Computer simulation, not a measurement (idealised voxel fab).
process module | voxel wiring stack
cross-section cut | 185 nm wide | cells 5 nm
A cross-section is a grid of square cells, given in bands from the top down. A band is one or more rows of cells.
Each band's line starts with the height of the band's top and of its bottom, in nm. Then come its materials from left to right, each with its width in nm. One material with "throughout" fills the band from edge to edge. "air" is empty space.
Height 0 is the level under which the wafer as received is all one material. The lowest band goes on downwards, as in "0 down".
A width such as "30 to 40" changes by the same amount from each row of cells to the next, from the band's top row to its bottom row.
"no change" after a step means that no cell of the cross-section changed.
closed voids: empty space of 8 cells or more with no open way to the top, each as width x height at its distance from the left edge, in nm
after a step's settings: what the simulator itself notes on the step
overlay nm, on a step with a mask: how far to the right of its planned place the mask lay; to the left if negative
plan
1 op RECEIVE | material Si
2 op CONFORMAL_DEP | material SiO2 | thk nm 10
3 op DIRECTIONAL_DEP | material TiN | thk nm 5
4 op DIRECTIONAL_DEP | material Ru | thk nm 25
5 op MASKED_ETCH | tone cover | mask id METAL_1 | width nm 20 | pitch nm 45 | etch materials Ru | depth nm 25 | overlay nm 0
6 op MASKED_ETCH | tone cover | mask id METAL_1 | width nm 20 | pitch nm 45 | etch materials TiN | depth nm 5 | overlay nm 0
7 op CONFORMAL_DEP | material SiCN | thk nm 5
8 op FILL_DEP | material SiO2 | thk nm 10
9 op CMP | height nm 40
10 op CONFORMAL_DEP | material SiCN | thk nm 5
11 op DIRECTIONAL_DEP | material SiO2 | thk nm 15
12 op MASKED_ETCH | tone open | mask id PLUG_1 | width nm 15 | pitch nm 45 | etch materials SiO2 | depth nm 15 | overlay nm 0
13 op MASKED_ETCH | tone open | mask id PLUG_1 | width nm 15 | pitch nm 45 | etch materials SiCN | depth nm 5 | overlay nm 0
14 op EPI | material Ru | thk nm 10
15 op EPI | material Ru | thk nm 10
16 op DIRECTIONAL_DEP | material TiN | thk nm 5
17 op DIRECTIONAL_DEP | material Ru | thk nm 20
18 op DIRECTIONAL_DEP | material aC | thk nm 15
19 op PATTERN | tone cover | mask id METAL_2 | material resist | width nm 20 | pitch nm 45 | thk nm 30 | overlay nm 0
20 op DIRECTIONAL_ETCH | etch materials aC | depth nm 15
21 op STRIP | etch materials resist
22 op DIRECTIONAL_ETCH | etch materials Ru | depth nm 20
23 op DIRECTIONAL_ETCH | etch materials TiN | depth nm 5
24 op STRIP | etch materials aC
25 op FILL_DEP | material lowk | thk nm 5
26 op CMP | height nm 85
27 op CONFORMAL_DEP | material SiCN | thk nm 5
as received, after step 1
  0 down: Si throughout
  closed voids: none
a wafer at the end: this start, this plan, one mistake
  90 to 85: SiCN throughout
  85 to 65: Ru 35 | lowk 20 | Ru 25 | lowk 20 | Ru 25 | lowk 20 | Ru 40
  65 to 60: TiN 35 | lowk 20 | TiN 25 | lowk 20 | TiN 25 | lowk 20 | TiN 40
  60 to 45: SiO2 35 | Ru 15 | SiO2 30 | Ru 15 | SiO2 30 | Ru 15 | SiO2 45
  45 to 40: SiCN 35 | Ru 15 | SiCN 30 | Ru 15 | SiCN 30 | Ru 15 | SiCN 45
  40 to 15: SiO2 30 | SiCN 5 | Ru 20 | SiCN 5 | SiO2 15 | SiCN 5 | Ru 20 | SiCN 5 | SiO2 15 | SiCN 5 | Ru 20 | SiCN 5 | SiO2 35
  15 to 10: SiCN 35 | TiN 20 | SiCN 25 | TiN 20 | SiCN 25 | TiN 20 | SiCN 40
  10 to 0: SiO2 throughout
  0 down: Si throughout
  closed voids: none
what went wrong: step 19 ran as: op PATTERN | tone open | mask id METAL_2 | material resist | width nm 20 | pitch nm 45 | thk nm 30 | overlay nm 0
